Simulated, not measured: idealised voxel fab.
This section sets out a process module, namely voxel self aligned contacts.
225 nm wide, 5 nm square cells: that's cross-section cut.
We lay out every cross-section as a grid of square cells and spell it out in bands from the top down, where one band means one or more rows of cells.
Top height, bottom height, nm. Materials left to right, width each, nm. Single material + "throughout" = fills band edge to edge. "empty" = empty.
Heights are reckoned from 0. Under this level, the received wafer is all of one material. The bottommost band is open-ended downward, for example "0 nm and below".
You'd read "30 to 40" like this: the band's top row of cells is as wide as the first number, its bottom row is as wide as the second, and going down, every row changes width by the same amount as the row before did.
"nothing changed" for a step: no cell of the cross-section changed in that step.
"Fully enclosed voids" contains a list of empty spaces, each no smaller than 8 cells and without an open way to the top, written in the form width x height at distance with the distance from the left edge and all three in nm.
That trailing text on a step's line, after the settings, is the simulator's own remark on the step.
For masked steps, "overlay nm" on the step line gives how far right of plan the mask actually lay; a minus sign means it lay to the left.

Plan:
| 1 | RECEIVE with material Si |
| 2 | CONFORMAL_DEP with material SiO2, thk nm 5 |
| 3 | DIRECTIONAL_DEP with material polySi, thk nm 25 |
| 4 | DIRECTIONAL_DEP with material SiN, thk nm 15 |
| 5 | PATTERN with tone cover, mask id GATE, material resist, width nm 35, pitch nm 60, thk nm 15, overlay nm -15 |
| 6 | DIRECTIONAL_ETCH with etch materials SiN, depth nm 15 |
| 7 | DIRECTIONAL_ETCH with etch materials polySi, depth nm 25 |
| 8 | STRIP with etch materials resist |
| 9 | CONFORMAL_DEP with material SiN, thk nm 5 |
| 10 | DIRECTIONAL_ETCH with etch materials SiN, depth nm 5 |
| 11 | FILL_DEP with material SiO2, thk nm 20 |
| 12 | CMP with height nm 55 |
| 13 | MASKED_ETCH with tone open, mask id CONTACT, width nm 35, etch materials SiO2, depth nm 55, overlay nm 0 |
| 14 | CONFORMAL_DEP with material TiN, thk nm 5 |
| 15 | FILL_DEP with material Ru, thk nm 5 |
| 16 | CMP with height nm 55 |
| 17 | CONFORMAL_DEP with material SiN, thk nm 5 |
Among the wafers covered here, the point of difference is the overlay nm at step 5; their starting state is shared, and the plan presents the value of the first wafer.

Received condition of the first of several wafers, sectioned: post-step 1:
0 nm and below: Si throughout
Fully enclosed voids: none

Post step 17, the closing step of the module: first of several wafers, cross-sectioned:
60 nm to 55 nm: SiN throughout
55 nm to 50 nm: SiO2 95; TiN 5; Ru 25; TiN 5; SiO2 95
50 nm to 45 nm: SiO2 95; TiN 35; SiO2 95
45 nm to 30 nm: SiO2 45; SiN 45; SiO2 5; TiN 10; SiN 45; SiO2 75
30 nm to 5 nm: SiO2 45; SiN 5; polySi 35; SiN 5; SiO2 5; TiN 10; SiN 5; polySi 35; SiN 5; SiO2 75
5 nm to 0 nm: SiO2 95; TiN 10; SiO2 120
0 nm and below: Si throughout
Fully enclosed voids: none

Sectional view of the last wafer upon completion of the module:
60 nm to 55 nm: SiN throughout
55 nm to 50 nm: SiO2 95; TiN 5; Ru 25; TiN 5; SiO2 95
50 nm to 45 nm: SiO2 95; TiN 35; SiO2 95
45 nm to 30 nm: SiO2 75; SiN 45; TiN 10; SiO2 5; SiN 45; SiO2 45
30 nm to 5 nm: SiO2 75; SiN 5; polySi 35; SiN 5; TiN 10; SiO2 5; SiN 5; polySi 35; SiN 5; SiO2 45
5 nm to 0 nm: SiO2 120; TiN 10; SiO2 95
0 nm and below: Si throughout
Fully enclosed voids: none

The following table contains a row per wafer, in which are reported, at the conclusion of the module, the cells of each material gained (+) or lost (-) since the wafer's receipt, with its closed voids given thereafter:
overlay nm -15; +5 Ru; +119 SiN; +319 SiO2; +27 TiN; +70 polySi; Fully enclosed voids: none
overlay nm -10; +14 Ru; +119 SiN; +310 SiO2; +27 TiN; +70 polySi; Fully enclosed voids: none
overlay nm -5; +14 Ru; +119 SiN; +310 SiO2; +27 TiN; +70 polySi; Fully enclosed voids: none
overlay nm 0; +14 Ru; +119 SiN; +310 SiO2; +27 TiN; +70 polySi; Fully enclosed voids: none
overlay nm 5; +14 Ru; +119 SiN; +310 SiO2; +27 TiN; +70 polySi; Fully enclosed voids: none
overlay nm 10; +14 Ru; +119 SiN; +310 SiO2; +27 TiN; +70 polySi; Fully enclosed voids: none
overlay nm 15; +5 Ru; +119 SiN; +319 SiO2; +27 TiN; +70 polySi; Fully enclosed voids: none
